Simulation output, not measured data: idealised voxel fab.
process module | voxel gate over fins
cross-section cut | 165 nm wide | cells 5 nm
A cross-section is a grid of square cells, given in bands from the top down. A band is one or more rows of cells.
Each band's line starts with the height of the band's top and of its bottom, in nm. Then come its materials from left to right, each with its width in nm. One material with "throughout" fills the band from edge to edge. "air" is empty space.
Height 0 is the level under which the wafer as received is all one material. The lowest band goes on downwards, as in "0 down".
A width such as "30 to 40" changes by the same amount from each row of cells to the next, from the band's top row to its bottom row.
"no change" after a step means that no cell of the cross-section changed.
closed voids: empty space of 8 cells or more with no open way to the top, each as width x height at its distance from the left edge, in nm
after a step's settings: what the simulator itself notes on the step
overlay nm, on a step with a mask: how far to the right of its planned place the mask lay; to the left if negative
plan
1 op RECEIVE | material Si
2 op CONFORMAL_DEP | material SiN | thk nm 10
3 op MASKED_ETCH | tone cover | mask id FINS | width nm 15 | pitch nm 35 | etch materials SiN | depth nm 10 | overlay nm -15
4 op MASKED_ETCH | tone cover | mask id FINS | width nm 15 | pitch nm 35 | etch materials Si | depth nm 30 | overlay nm 0
5 op OXIDIZE | depth nm 5
6 op FILL_DEP | material SiO2 | thk nm 5
7 op CMP | height nm 10
8 op SELECTIVE_ETCH | etch materials SiO2 | depth nm 20
9 op STRIP | etch materials SiN
10 op CONFORMAL_DEP | material HfO2 | thk nm 5
11 op CONFORMAL_DEP | material TiN | thk nm 5
12 op FILL_DEP | material W | thk nm 10
13 op CMP | height nm 15
14 op CONFORMAL_DEP | material SiN | thk nm 10
varied across the wafers: overlay nm of step 3. The plan shows the first wafer's value. All wafers start alike
first wafer as received, after step 1
  0 down: Si throughout
  closed voids: none
each wafer at the end: cells of each material gained (+) or lost (-) since it was received, then its closed voids
overlay nm -15 | +45 HfO2 | -156 Si | +66 SiN | +105 SiO2 | +43 TiN | +62 W | closed voids: none
overlay nm -10 | +45 HfO2 | -174 Si | +66 SiN | +120 SiO2 | +45 TiN | +63 W | closed voids: none
overlay nm -5 | +45 HfO2 | -192 Si | +66 SiN | +135 SiO2 | +45 TiN | +66 W | closed voids: none
overlay nm 0 | +45 HfO2 | -210 Si | +66 SiN | +150 SiO2 | +45 TiN | +69 W | closed voids: none
overlay nm 5 | +45 HfO2 | -192 Si | +66 SiN | +135 SiO2 | +45 TiN | +66 W | closed voids: none
overlay nm 10 | +45 HfO2 | -174 Si | +66 SiN | +120 SiO2 | +45 TiN | +63 W | closed voids: none
overlay nm 15 | +45 HfO2 | -156 Si | +66 SiN | +105 SiO2 | +43 TiN | +62 W | closed voids: none
